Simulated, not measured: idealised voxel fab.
Process module, titled voxel transistor to metal
Section cut is 285 nm wide and gridded with 5 nm square cells.
Format of a cross-section: grid, square cells. Given as bands. Order: top down. Band: one or more rows of cells.
Look at the band entry: it leads with the top's height and the bottom's height in nm. Then it lists the materials left to right, with a width in nm for each. The word "all across" on a single material says that material fills the band edge to edge. The word "empty" is empty space.
Height is counted from the level 0, under which the received wafer is composed throughout of one material. The lowest of the bands is not closed at the bottom but continues downward, in the notation "0..down".
Width "30..40": first value at the band's top row of cells, second value at its bottom row, equal change from row to row.
Take "identical to before" at face value: in the step it is given for, the cross-section changed in none of its cells.
Enclosed voids (no open way to top), threshold 8 cells or more, entry "Enclosed cavity list", notation width x height at distance, distance from left edge, nm.
Note: text after step settings on the step line = simulator remark on that step.
On any step carrying a mask, the "overlay nm" setting, if present on the step's line, tells how far right of its planned place the mask lay; negative values point to the left.
LISTED BELOW ARE THE PROCESS STEPS AS PLANNED
1 RECEIVE (material Si)
2 CONFORMAL_DEP (material SiO2; thk nm 5)
3 CONFORMAL_DEP (material SiN; thk nm 10)
4 MASKED_ETCH (tone cover; mask id ACTIVE; width nm 95; pitch nm 125; etch materials SiN; depth nm 10; overlay nm 0)
5 MASKED_ETCH (tone cover; mask id ACTIVE; width nm 95; pitch nm 125; etch materials SiO2; depth nm 5; overlay nm 0)
6 MASKED_ETCH (tone cover; mask id ACTIVE; width nm 95; pitch nm 125; etch materials Si; depth nm 35; overlay nm 0)
7 FILL_DEP (material SiO2; thk nm 10)
8 CMP (height nm 15)
9 SELECTIVE_ETCH (etch materials SiO2; depth nm 5)
10 STRIP (etch materials SiN)
11 SELECTIVE_ETCH (etch materials SiO2; depth nm 5)
12 OXIDIZE (depth nm 5)
13 DIRECTIONAL_DEP (material polySi; thk nm 20)
14 DIRECTIONAL_DEP (material SiCN; thk nm 10)
15 PATTERN (tone cover; mask id GATE; material resist; width nm 25; pitch nm 125; thk nm 20; overlay nm 0)
16 DIRECTIONAL_ETCH (etch materials SiCN; depth nm 20)
17 DIRECTIONAL_ETCH (etch materials polySi; depth nm 30)
18 STRIP (etch materials resist)
19 CONFORMAL_DEP (material SiN; thk nm 10)
20 DIRECTIONAL_ETCH (etch materials SiN; depth nm 10)
21 DIRECTIONAL_ETCH (etch materials SiO2; depth nm 5)
22 DIRECTIONAL_ETCH (etch materials Si; depth nm 5)
23 EPI (material SiGe; thk nm 10)
24 FILL_DEP (material SiO2; thk nm 5)
25 CMP (height nm 30)
26 DIRECTIONAL_DEP (material SiO2; thk nm 10)
27 MASKED_ETCH (tone open; mask id CONTACT; width nm 15; etch materials SiO2; depth nm 35; overlay nm 0)
28 CONFORMAL_DEP (material TiN; thk nm 5)
29 FILL_DEP (material Ru; thk nm 5)
30 CMP (height nm 40)
31 DIRECTIONAL_DEP (material TiN; thk nm 5)
32 DIRECTIONAL_DEP (material Ru; thk nm 25)
33 MASKED_ETCH (tone cover; mask id METAL_1; width nm 15; etch materials Ru; depth nm 25; overlay nm 0)
34 MASKED_ETCH (tone cover; mask id METAL_1; width nm 15; etch materials TiN; depth nm 5; overlay nm 0)
35 FILL_DEP (material lowk; thk nm 10)
36 CMP (height nm 70)
37 CONFORMAL_DEP (material SiN; thk nm 5)
AS-RECEIVED STATE OF THE WAFER IN CROSS-SECTION, EQUIVALENT TO POST-STEP 1
* 0..down: Si all across
* Enclosed cavity list: none
THE FOLLOWING CROSS-SECTION DEPICTS THE WAFER UPON CONCLUSION OF THE MODULE. PROCESSING COMMENCED FROM THE STARTING CONDITION ILLUSTRATED ABOVE AND ADHERED TO THE PLAN ILLUSTRATED ABOVE, SAVE FOR ONE MISTAKE IN EXECUTION
* 75..70: SiN all across
* 70..45: lowk=35, Ru=15, lowk=55, Ru=15, lowk=40, Ru=15, lowk=55, Ru=15, lowk=40
* 45..40: lowk=35, TiN=15, lowk=55, TiN=15, lowk=40, TiN=15, lowk=55, TiN=15, lowk=40
* 40..30: SiO2=35, TiN=5, Ru=5, TiN=5, SiO2=55, TiN=5, Ru=5, TiN=5, SiO2=40, TiN=5, Ru=5, TiN=5, SiO2=55, TiN=5, Ru=5, TiN=5, SiO2=40
* 30..20: SiO2=35, TiN=5, Ru=5, TiN=5, SiO2=5, SiN=10, SiCN=25, SiN=10, SiO2=5, TiN=5, Ru=5, TiN=5, SiO2=40, TiN=5, Ru=5, TiN=5, SiO2=5, SiN=10, SiCN=25, SiN=10, SiO2=5, TiN=5, Ru=5, TiN=5, SiO2=40
* 20..10: SiO2=35, TiN=5, Ru=5, TiN=5, SiO2=5, SiN=10, polySi=25, SiN=10, SiO2=5, TiN=5, Ru=5, TiN=5, SiO2=40, TiN=5, Ru=5, TiN=5, SiO2=5, SiN=10, polySi=25, SiN=10, SiO2=5, TiN=5, Ru=5, TiN=5, SiO2=40
* 10..5: SiO2=35, TiN=15, SiO2=5, SiN=10, polySi=25, SiN=10, SiO2=5, TiN=15, SiO2=40, TiN=15, SiO2=5, SiN=10, polySi=25, SiN=10, SiO2=5, TiN=15, SiO2=40
* 5..0: SiO2=25, SiN=10, SiO2=10, SiGe=10, SiN=10, polySi=25, SiN=10, SiGe=10, SiO2=10, SiN=10, SiO2=20, SiN=10, SiO2=10, SiGe=10, SiN=10, polySi=25, SiN=10, SiGe=10, SiO2=10, SiN=10, SiO2=30
* 0..-5: SiO2=25, SiN=5, SiO2=5, SiGe=20, SiO2=45, SiGe=20, SiO2=5, SiN=5, SiO2=20, SiN=5, SiO2=5, SiGe=20, SiO2=45, SiGe=20, SiO2=5, SiN=5, SiO2=30
* -5..-10: SiO2=35, SiGe=20, Si=45, SiGe=20, SiO2=40, SiGe=20, Si=45, SiGe=20, SiO2=40
* -10..-35: SiO2=30, Si=95, SiO2=30, Si=95, SiO2=35
* -35..down: Si all across
* Enclosed cavity list: none
What was the processing mistake? skipped: plan step 2 (never run)
